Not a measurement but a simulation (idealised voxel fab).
Title: Process Module voxel self aligned vias
Pictured: cross-section cut, 280 nm wide, on a grid of 5 nm square cells.
Cross-sections here: square-cell grids, written as top-down lists of bands, a band being one or more rows of cells. Band: top height; bottom height; in nm. Then, left to right: material with width in nm, for each material. "all across": a single material spanning edge to edge. "blank": empty space. Height datum 0, below which the as-received substrate wafer is one material. Lowest band open at the bottom, running downward: "z 0 and below". Graded width ("30..40"): value in top row of band = first number; value in bottom row = second number; row-to-row change constant. Where a step carries "no change occurred", the cross-section came out of it unchanged, cell for cell. Look at "Fully enclosed voids" for the closed voids: empty spaces with no open path to the top, sized 8 cells or up. Each is width x height at distance, distance from the left edge, all nm. after a step's settings: what the simulator itself notes on the step. A step's line can hold "overlay nm"; with a mask on that step, the setting says how far right of the planned place the mask lay, while a negative setting says it lay to the left.
The steps planned for the process are as follows
1. RECEIVE with material Si
2. CONFORMAL_DEP with material SiO2, thk nm 10
3. CONFORMAL_DEP with material SiCN, thk nm 5
4. DIRECTIONAL_DEP with material lowk, thk nm 25
5. MASKED_ETCH with tone open, mask id LINES, width nm 20, pitch nm 45, etch materials lowk, depth nm 25, overlay nm 0
6. CONFORMAL_DEP with material TiN, thk nm 5
7. FILL_DEP with material W, thk nm 10
8. CMP with height nm 40
9. SELECTIVE_ETCH with etch materials W Ru TiN, depth nm 5
10. FILL_DEP with material SiN, thk nm 5
11. CMP with height nm 40
12. DIRECTIONAL_DEP with material lowk, thk nm 15
13. PATTERN with tone open, mask id VIAS, material resist, width nm 30, thk nm 20, overlay nm 0
14. DIRECTIONAL_ETCH with etch materials lowk, depth nm 15
15. DIRECTIONAL_ETCH with etch materials SiN, depth nm 5
16. STRIP with etch materials resist
17. CONFORMAL_DEP with material TiN, thk nm 5
18. FILL_DEP with material Ru, thk nm 10
19. CMP with height nm 55
20. CONFORMAL_DEP with material SiCN, thk nm 5
Cross-section, incoming material, after step 1
  z 0 and below  Si all across
  Fully enclosed voids: none
Cross-section, end of module. Start: as above. Plan: as above. Execution: one mistake
  z 60 to 55  SiCN all across
  z 55 to 45  100 of lowk | 5 of TiN | 20 of Ru | 5 of TiN | 150 of lowk
  z 45 to 40  100 of lowk | 30 of TiN | 150 of lowk
  z 40 to 35  SiCN all across
  z 35 to 10  lowk all across
  z 10 to 0  SiO2 all across
  z 0 and below  Si all across
  Fully enclosed voids: none
Run error: step 4 occupied the plan position of step 3, and the converse holds as well
